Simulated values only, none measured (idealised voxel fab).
Name of the process module below: voxel capacitor over wiring
FYI the section here is cut, 240 nm wide, cells are 5 nm squares.
Each cross-section below is a grid of square cells, stated as bands in top-down order, with one or more rows of cells making up each band.
Look at the band entry: it leads with the top's height and the bottom's height in nm. Then it lists the materials left to right, with a width in nm for each. The word "all across" on a single material says that material fills the band edge to edge. The word "air" is empty space.
Height reference: 0 = level under which incoming wafer is all one material. Lowest band: no bottom, runs on downward, e.g. "0..down".
When a width is written as two numbers, as in "30 to 40", the first number is the width in the top row of cells of the band and the second is the width in its bottom row, and the width changes by the same amount from each row to the next.
It should be understood that the words "remained unchanged", when stated for a given step, signify that the cross-section underwent no change in any of its cells during that step.
"Cavities, closed" specifies each empty space that is not open to the top and that occupies no fewer than 8 cells, using the form width x height at distance, the distance measured from the left edge and all three quantities in nm.
Heads up: the bit after the settings on a step's line is the simulator's remark on that step.
overlay nm: for a step with a mask, the amount by which the mask lay right of where it was planned; a negative amount means left of it.

PROCESS STEPS - PLAN
| 1 | RECEIVE with material Si |
| 2 | CONFORMAL_DEP with material SiO2, thk nm 10 |
| 3 | CONFORMAL_DEP with material SiCN, thk nm 5 |
| 4 | DIRECTIONAL_DEP with material SiO2, thk nm 15 |
| 5 | DIRECTIONAL_DEP with material aC, thk nm 10 |
| 6 | PATTERN with tone open, mask id METAL_1, material resist, width nm 20, pitch nm 80, thk nm 30, overlay nm 0 |
| 7 | DIRECTIONAL_ETCH with etch materials aC, depth nm 10 |
| 8 | STRIP with etch materials resist |
| 9 | DIRECTIONAL_ETCH with etch materials SiO2, depth nm 15 |
| 10 | DIRECTIONAL_ETCH with etch materials SiCN, depth nm 5 |
| 11 | STRIP with etch materials aC |
| 12 | CONFORMAL_DEP with material TiN, thk nm 5 |
| 13 | FILL_DEP with material W, thk nm 10 |
| 14 | CMP with height nm 30 |
| 15 | EPI with material Ru, thk nm 5 |
| 16 | FILL_DEP with material SiCN, thk nm 5 |
| 17 | DIRECTIONAL_DEP with material lowk, thk nm 15 |
| 18 | MASKED_ETCH with tone open, mask id PLUG_1, width nm 15, etch materials lowk, depth nm 15, overlay nm 0 |
| 19 | MASKED_ETCH with tone open, mask id PLUG_1, width nm 15, etch materials SiCN, depth nm 5, overlay nm 0 |
| 20 | CONFORMAL_DEP with material TiN, thk nm 5 |
| 21 | FILL_DEP with material Ru, thk nm 5 |
| 22 | CMP with height nm 55 |
| 23 | DIRECTIONAL_DEP with material TiN, thk nm 5 |
| 24 | DIRECTIONAL_DEP with material SiN, thk nm 5 |
| 25 | DIRECTIONAL_DEP with material TiN, thk nm 5 |
| 26 | MASKED_ETCH with tone cover, mask id UPPER_PLATE, width nm 65, etch materials TiN, depth nm 5, overlay nm 0 |
| 27 | MASKED_ETCH with tone cover, mask id UPPER_PLATE, width nm 65, etch materials SiN, depth nm 5, overlay nm 0 |
| 28 | DIRECTIONAL_DEP with material aC, thk nm 15 |
| 29 | PATTERN with tone cover, mask id LOWER_PLATE, material resist, width nm 75, thk nm 30, overlay nm 0 |
| 30 | DIRECTIONAL_ETCH with etch materials aC, depth nm 15 |
| 31 | STRIP with etch materials resist |
| 32 | DIRECTIONAL_ETCH with etch materials TiN, depth nm 5 |
| 33 | STRIP with etch materials aC |
| 34 | FILL_DEP with material SiO2, thk nm 20 |
| 35 | CMP with height nm 85 |
| 36 | PATTERN with tone open, mask id PLUG_2, material resist, width nm 15, thk nm 15, overlay nm 0 |
| 37 | DIRECTIONAL_ETCH with etch materials SiO2, depth nm 15 |
| 38 | STRIP with etch materials resist |
| 39 | CONFORMAL_DEP with material TiN, thk nm 5 |
| 40 | FILL_DEP with material Cu, thk nm 10 |
| 41 | CMP with height nm 85 |
| 42 | CONFORMAL_DEP with material SiCN, thk nm 5 |
Variable across wafers: step 23 thk nm (plan value is that of the first wafer; starting state common to all).

CUT THROUGH THE FIRST OF SEVERAL WAFERS AS RECEIVED, POST STEP 1
> 0..down  Si all across
> Cavities, closed: none

EACH ROW BELOW IS A WAFER AT THE END OF THE MODULE, LISTING FOR EVERY MATERIAL THE NUMBER OF CELLS IT HAS GAINED (+) OR LOST (-) SINCE IT WAS RECEIVED, FOLLOWED BY ITS CLOSED VOIDS
thk nm 5, +2 Cu, +15 Ru, +169 SiCN, +13 SiN, +454 SiO2, +64 TiN, +12 W, +135 lowk, Cavities, closed: none
thk nm 10, +1 Cu, +15 Ru, +169 SiCN, +13 SiN, +409 SiO2, +110 TiN, +12 W, +135 lowk, Cavities, closed: none
thk nm 15, +15 Ru, +169 SiCN, +13 SiN, +364 SiO2, +156 TiN, +12 W, +135 lowk, Cavities, closed: none
thk nm 20, +15 Ru, +169 SiCN, +13 SiN, +319 SiO2, +201 TiN, +12 W, +135 lowk, Cavities, closed: none
